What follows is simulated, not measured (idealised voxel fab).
process module | voxel self aligned contacts
cross-section cut | 170 nm wide | cells 5 nm
A cross-section is a grid of square cells, given in bands from the top down. A band is one or more rows of cells.
Each band's line starts with the height of the band's top and of its bottom, in nm. Then come its materials from left to right, each with its width in nm. One material with "throughout" fills the band from edge to edge. "air" is empty space.
Height 0 is the level under which the wafer as received is all one material. The lowest band goes on downwards, as in "0 down".
A width such as "30 to 40" changes by the same amount from each row of cells to the next, from the band's top row to its bottom row.
"no change" after a step means that no cell of the cross-section changed.
closed voids: empty space of 8 cells or more with no open way to the top, each as width x height at its distance from the left edge, in nm
after a step's settings: what the simulator itself notes on the step
overlay nm, on a step with a mask: how far to the right of its planned place the mask lay; to the left if negative
plan
1 op RECEIVE | material Si
2 op OXIDIZE | depth nm 5
3 op DIRECTIONAL_DEP | material polySi | thk nm 30
4 op DIRECTIONAL_DEP | material SiN | thk nm 25
5 op DIRECTIONAL_DEP | material aC | thk nm 15
6 op PATTERN | tone cover | mask id GATE | material resist | width nm 30 | pitch nm 75 | thk nm 35 | overlay nm 0
7 op DIRECTIONAL_ETCH | etch materials aC | depth nm 15
8 op STRIP | etch materials resist
9 op DIRECTIONAL_ETCH | etch materials SiN | depth nm 25
10 op DIRECTIONAL_ETCH | etch materials polySi | depth nm 30
11 op STRIP | etch materials aC
12 op CONFORMAL_DEP | material SiN | thk nm 10
13 op DIRECTIONAL_ETCH | etch materials SiN | depth nm 10
14 op FILL_DEP | material SiO2 | thk nm 15
15 op CMP | height nm 60
16 op MASKED_ETCH | tone open | mask id CONTACT | width nm 55 | etch materials SiO2 | depth nm 65 | overlay nm 0
17 op CONFORMAL_DEP | material TiN | thk nm 5
18 op FILL_DEP | material W | thk nm 5
19 op CMP | height nm 60
20 op CONFORMAL_DEP | material SiN | thk nm 5
first wafer, as planned
as received, after step 1
  0 down: Si throughout
  closed voids: none
after step 2
  0 to -5: SiO2 throughout
  below -5: unchanged
after step 3
  30 to 0: polySi throughout
  below 0: unchanged
after step 4
  55 to 30: SiN throughout
  below 30: unchanged
after step 5
  70 to 55: aC throughout
  below 55: unchanged
after step 6
  105 to 70: air 30 | resist 30 | air 45 | resist 30 | air 35
  below 70: unchanged
after step 7
  90 to 70: air 30 | resist 30 | air 45 | resist 30 | air 35
  70 to 55: air 30 | aC 30 | air 45 | aC 30 | air 35
  below 55: unchanged
after step 8
  70 to 55: air 30 | aC 30 | air 45 | aC 30 | air 35
  below 55: unchanged
after step 9
  70 to 55: air 30 | aC 30 | air 45 | aC 30 | air 35
  55 to 30: air 30 | SiN 30 | air 45 | SiN 30 | air 35
  below 30: unchanged
after step 10
  70 to 55: air 30 | aC 30 | air 45 | aC 30 | air 35
  55 to 30: air 30 | SiN 30 | air 45 | SiN 30 | air 35
  30 to 0: air 30 | polySi 30 | air 45 | polySi 30 | air 35
  below 0: unchanged
after step 11
  55 to 30: air 30 | SiN 30 | air 45 | SiN 30 | air 35
  below 30: unchanged
after step 12
  65 to 30: air 20 | SiN 50 | air 25 | SiN 50 | air 25
  30 to 10: air 20 | SiN 10 | polySi 30 | SiN 10 | air 25 | SiN 10 | polySi 30 | SiN 10 | air 25
  10 to 0: SiN 30 | polySi 30 | SiN 45 | polySi 30 | SiN 35
  below 0: unchanged
after step 13
  55 to 30: air 20 | SiN 50 | air 25 | SiN 50 | air 25
  30 to 0: air 20 | SiN 10 | polySi 30 | SiN 10 | air 25 | SiN 10 | polySi 30 | SiN 10 | air 25
  below 0: unchanged
after step 14
  70 to 55: SiO2 throughout
  55 to 30: SiO2 20 | SiN 50 | SiO2 25 | SiN 50 | SiO2 25
  30 to 0: SiO2 20 | SiN 10 | polySi 30 | SiN 10 | SiO2 25 | SiN 10 | polySi 30 | SiN 10 | SiO2 25
  below 0: unchanged
after step 15
  60 to 55: SiO2 throughout
  below 55: unchanged
after step 16
  60 to 55: SiO2 55 | air 55 | SiO2 60
  55 to 30: SiO2 20 | SiN 50 | air 25 | SiN 50 | SiO2 25
  30 to 0: SiO2 20 | SiN 10 | polySi 30 | SiN 10 | air 25 | SiN 10 | polySi 30 | SiN 10 | SiO2 25
  0 to -5: SiO2 70 | air 25 | SiO2 75
  below -5: unchanged
after step 17
  65 to 60: TiN 60 | air 45 | TiN 65
  60 to 55: SiO2 55 | TiN 20 | air 15 | TiN 20 | SiO2 60
  55 to 30: SiO2 20 | SiN 50 | TiN 5 | air 15 | TiN 5 | SiN 50 | SiO2 25
  30 to 0: SiO2 20 | SiN 10 | polySi 30 | SiN 10 | TiN 5 | air 15 | TiN 5 | SiN 10 | polySi 30 | SiN 10 | SiO2 25
  0 to -5: SiO2 70 | TiN 25 | SiO2 75
  below -5: unchanged
after step 18
  70 to 65: W throughout
  65 to 60: TiN 60 | W 45 | TiN 65
  60 to 55: SiO2 55 | TiN 20 | W 15 | TiN 20 | SiO2 60
  55 to 30: SiO2 20 | SiN 50 | TiN 5 | W 15 | TiN 5 | SiN 50 | SiO2 25
  30 to 0: SiO2 20 | SiN 10 | polySi 30 | SiN 10 | TiN 5 | W 15 | TiN 5 | SiN 10 | polySi 30 | SiN 10 | SiO2 25
  below 0: unchanged
after step 19
  60 to 55: SiO2 55 | TiN 20 | W 15 | TiN 20 | SiO2 60
  below 55: unchanged
after step 20
  65 to 60: SiN throughout
  below 60: unchanged
second wafer: like start, like plan, one mistake. Through step 2 it matches the first wafer
when step 3 should have ended
  25 to 0: SiN throughout
  below 0: unchanged
when step 4 should have ended
  55 to 25: polySi throughout
  below 25: unchanged
when step 5 should have ended
  70 to 55: aC throughout
  below 55: unchanged
when step 6 should have ended
  105 to 70: air 30 | resist 30 | air 45 | resist 30 | air 35
  below 70: unchanged
when step 7 should have ended
  90 to 70: air 30 | resist 30 | air 45 | resist 30 | air 35
  70 to 55: air 30 | aC 30 | air 45 | aC 30 | air 35
  below 55: unchanged
when step 8 should have ended
  70 to 55: air 30 | aC 30 | air 45 | aC 30 | air 35
  below 55: unchanged
when step 9 should have ended: no change
when step 10 should have ended
  70 to 55: air 30 | aC 30 | air 45 | aC 30 | air 35
  55 to 25: air 30 | polySi 30 | air 45 | polySi 30 | air 35
  below 25: unchanged
when step 11 should have ended
  55 to 25: air 30 | polySi 30 | air 45 | polySi 30 | air 35
  below 25: unchanged
when step 12 should have ended
  65 to 55: air 20 | SiN 50 | air 25 | SiN 50 | air 25
  55 to 35: air 20 | SiN 10 | polySi 30 | SiN 10 | air 25 | SiN 10 | polySi 30 | SiN 10 | air 25
  35 to 25: SiN 30 | polySi 30 | SiN 45 | polySi 30 | SiN 35
  below 25: unchanged
when step 13 should have ended
  55 to 25: air 20 | SiN 10 | polySi 30 | SiN 10 | air 25 | SiN 10 | polySi 30 | SiN 10 | air 25
  below 25: unchanged
when step 14 should have ended
  70 to 55: SiO2 throughout
  55 to 25: SiO2 20 | SiN 10 | polySi 30 | SiN 10 | SiO2 25 | SiN 10 | polySi 30 | SiN 10 | SiO2 25
  below 25: unchanged
when step 15 should have ended
  60 to 55: SiO2 throughout
  below 55: unchanged
when step 16 should have ended
  60 to 55: SiO2 55 | air 55 | SiO2 60
  55 to 25: SiO2 20 | SiN 10 | polySi 30 | SiN 10 | air 25 | SiN 10 | polySi 30 | SiN 10 | SiO2 25
  below 25: unchanged
when step 17 should have ended
  65 to 60: TiN 60 | air 45 | TiN 65
  60 to 55: SiO2 55 | TiN 20 | air 15 | TiN 20 | SiO2 60
  55 to 30: SiO2 20 | SiN 10 | polySi 30 | SiN 10 | TiN 5 | air 15 | TiN 5 | SiN 10 | polySi 30 | SiN 10 | SiO2 25
  30 to 25: SiO2 20 | SiN 10 | polySi 30 | SiN 10 | TiN 25 | SiN 10 | polySi 30 | SiN 10 | SiO2 25
  below 25: unchanged
when step 18 should have ended
  70 to 65: W throughout
  65 to 60: TiN 60 | W 45 | TiN 65
  60 to 55: SiO2 55 | TiN 20 | W 15 | TiN 20 | SiO2 60
  55 to 30: SiO2 20 | SiN 10 | polySi 30 | SiN 10 | TiN 5 | W 15 | TiN 5 | SiN 10 | polySi 30 | SiN 10 | SiO2 25
  below 30: unchanged
when step 19 should have ended
  60 to 55: SiO2 55 | TiN 20 | W 15 | TiN 20 | SiO2 60
  below 55: unchanged
when step 20 should have ended
  65 to 60: SiN throughout
  below 60: unchanged
what went wrong: steps 3 and 4 were swapped
at the end the second wafer has, in cells: 70 more of SiN | 40 fewer of SiO2 | 12 fewer of TiN | 18 fewer of W
